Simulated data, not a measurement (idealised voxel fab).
process module | voxel self aligned contacts
cross-section cut | 295 nm wide | cells 5 nm
A cross-section is a grid of square cells, given in bands from the top down. A band is one or more rows of cells.
Each band's line starts with the height of the band's top and of its bottom, in nm. Then come its materials from left to right, each with its width in nm. One material with "throughout" fills the band from edge to edge. "air" is empty space.
Height 0 is the level under which the wafer as received is all one material. The lowest band goes on downwards, as in "0 down".
A width such as "30 to 40" changes by the same amount from each row of cells to the next, from the band's top row to its bottom row.
"no change" after a step means that no cell of the cross-section changed.
closed voids: empty space of 8 cells or more with no open way to the top, each as width x height at its distance from the left edge, in nm
after a step's settings: what the simulator itself notes on the step
overlay nm, on a step with a mask: how far to the right of its planned place the mask lay; to the left if negative
plan
1 op RECEIVE | material Si
2 op CONFORMAL_DEP | material SiO2 | thk nm 5
3 op DIRECTIONAL_DEP | material polySi | thk nm 30
4 op DIRECTIONAL_DEP | material SiN | thk nm 25
5 op MASKED_ETCH | tone cover | mask id GATE | width nm 30 | pitch nm 75 | etch materials SiN | depth nm 25 | overlay nm 0
6 op MASKED_ETCH | tone cover | mask id GATE | width nm 30 | pitch nm 75 | etch materials polySi | depth nm 30 | overlay nm 0
7 op CONFORMAL_DEP | material SiN | thk nm 10
8 op DIRECTIONAL_ETCH | etch materials SiN | depth nm 10
9 op FILL_DEP | material SiO2 | thk nm 15
10 op CMP | height nm 65
11 op PATTERN | tone open | mask id CONTACT | material resist | width nm 55 | pitch nm 75 | thk nm 15 | overlay nm 0
12 op DIRECTIONAL_ETCH | etch materials SiO2 | depth nm 65
13 op STRIP | etch materials resist
14 op CONFORMAL_DEP | material TiN | thk nm 5
15 op FILL_DEP | material W | thk nm 10
16 op CMP | height nm 65
17 op CONFORMAL_DEP | material SiCN | thk nm 5
varied across the wafers: thk nm of step 14. The plan shows the first wafer's value. All wafers start alike
first wafer as received, after step 1
  0 down: Si throughout
  closed voids: none
each wafer at the end: cells of each material gained (+) or lost (-) since it was received, then its closed voids
thk nm 5 | +59 SiCN | +222 SiN | +295 SiO2 | +70 TiN | +72 W | +108 polySi | closed voids: none
thk nm 10 | +59 SiCN | +222 SiN | +295 SiO2 | +120 TiN | +22 W | +108 polySi | closed voids: none
thk nm 15 | +59 SiCN | +222 SiN | +295 SiO2 | +142 TiN | +108 polySi | closed voids: none
thk nm 20 | +59 SiCN | +222 SiN | +295 SiO2 | +142 TiN | +108 polySi | closed voids: none
